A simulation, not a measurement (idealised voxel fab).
The following is a process module called voxel wiring stack.
FYI the section here is cut, 245 nm wide, cells are 5 nm squares.
Cross-section format: a grid of square cells, given as bands from top to bottom; each band is one or more rows of cells.
Heads up on the band format: heights come first, top then bottom, in nm. After that it's the materials left to right, each with its width in nm. A single material flagged "full width" fills the whole band edge to edge, and "air" means there's empty space there.
We count height from 0. Below that, the starting wafer is all one material. The lowest band never ends at the bottom but goes on down; see "0 nm and below" for how that is written.
Read "30..40" as a graded width: first number on top, second number at the bottom, same change between each pair of neighbouring rows.
Key: "no modifications" - step with no changed cell in the cross-section.
Empty spaces without an open route to the top, at least 8 cells in extent, make up the entry "Fully sealed cavities"; each is given as width x height at distance, where the distance is measured from the left edge, and all are in nm.
On a step's line, text after the settings is the simulator commenting on that step.
overlay nm: step with mask; distance mask lay right of planned place; negative value = left of planned place.
## The process steps that were planned are listed below
1 RECEIVE, material Si
2 CONFORMAL_DEP, material SiO2, thk nm 10
3 CONFORMAL_DEP, material SiN, thk nm 5
4 DIRECTIONAL_DEP, material lowk, thk nm 20
5 PATTERN, tone open, mask id METAL_1, material resist, width nm 30, pitch nm 45, thk nm 15, overlay nm 0
6 DIRECTIONAL_ETCH, etch materials lowk, depth nm 20
7 DIRECTIONAL_ETCH, etch materials SiN, depth nm 5
8 STRIP, etch materials resist
9 CONFORMAL_DEP, material TiN, thk nm 5
10 FILL_DEP, material Ru, thk nm 5
11 CMP, height nm 35
12 EPI, material Ru, thk nm 5
13 FILL_DEP, material SiCN, thk nm 5
14 DIRECTIONAL_DEP, material lowk, thk nm 35
15 DIRECTIONAL_DEP, material aC, thk nm 10
16 PATTERN, tone open, mask id METAL_2, material resist, width nm 30, pitch nm 45, thk nm 25, overlay nm 0
17 DIRECTIONAL_ETCH, etch materials aC, depth nm 10
18 STRIP, etch materials resist
19 DIRECTIONAL_ETCH, etch materials lowk, depth nm 20
20 STRIP, etch materials aC
21 DIRECTIONAL_DEP, material aC, thk nm 10
22 PATTERN, tone open, mask id METAL_2_HOLES, material resist, width nm 15, thk nm 30, overlay nm 0
23 DIRECTIONAL_ETCH, etch materials aC, depth nm 10
24 STRIP, etch materials resist
25 DIRECTIONAL_ETCH, etch materials lowk, depth nm 15
26 DIRECTIONAL_ETCH, etch materials SiCN, depth nm 5
27 STRIP, etch materials aC
28 CONFORMAL_DEP, material TiN, thk nm 5
29 FILL_DEP, material Cu, thk nm 5
30 CMP, height nm 80
31 CONFORMAL_DEP, material SiCN, thk nm 5
## The cross-section here shows the wafer as received, i.e. in its state after step 1
0 nm and below  Si full width
Fully sealed cavities: none
## Final cross-section, module run with one mistake (start and plan as above)
85 nm to 80 nm  SiCN full width
80 nm to 65 nm  lowk: 85, then TiN: 5, then Cu: 20, then TiN: 5, then lowk: 15, then TiN: 5, then Cu: 20, then TiN: 5, then lowk: 85
65 nm to 60 nm  lowk: 85, then TiN: 5, then Cu: 5, then TiN: 20, then lowk: 15, then TiN: 30, then lowk: 85
60 nm to 45 nm  lowk: 85, then TiN: 5, then Cu: 5, then TiN: 5, then lowk: 145
45 nm to 40 nm  SiCN: 85, then TiN: 15, then SiCN: 145
40 nm to 35 nm  SiCN: 85, then Ru: 30, then SiCN: 15, then Ru: 30, then SiCN: 85
35 nm to 15 nm  lowk: 90, then TiN: 5, then Ru: 10, then TiN: 5, then lowk: 25, then TiN: 5, then Ru: 10, then TiN: 5, then lowk: 90
15 nm to 10 nm  SiN: 90, then TiN: 20, then SiN: 25, then TiN: 20, then SiN: 90
10 nm to 0 nm  SiO2 full width
0 nm and below  Si full width
Fully sealed cavities: none
Where did the run depart from the plan? step 5 ran as: PATTERN, tone open, mask id METAL_1, material resist, width nm 20, pitch nm 45, thk nm 15, overlay nm 0
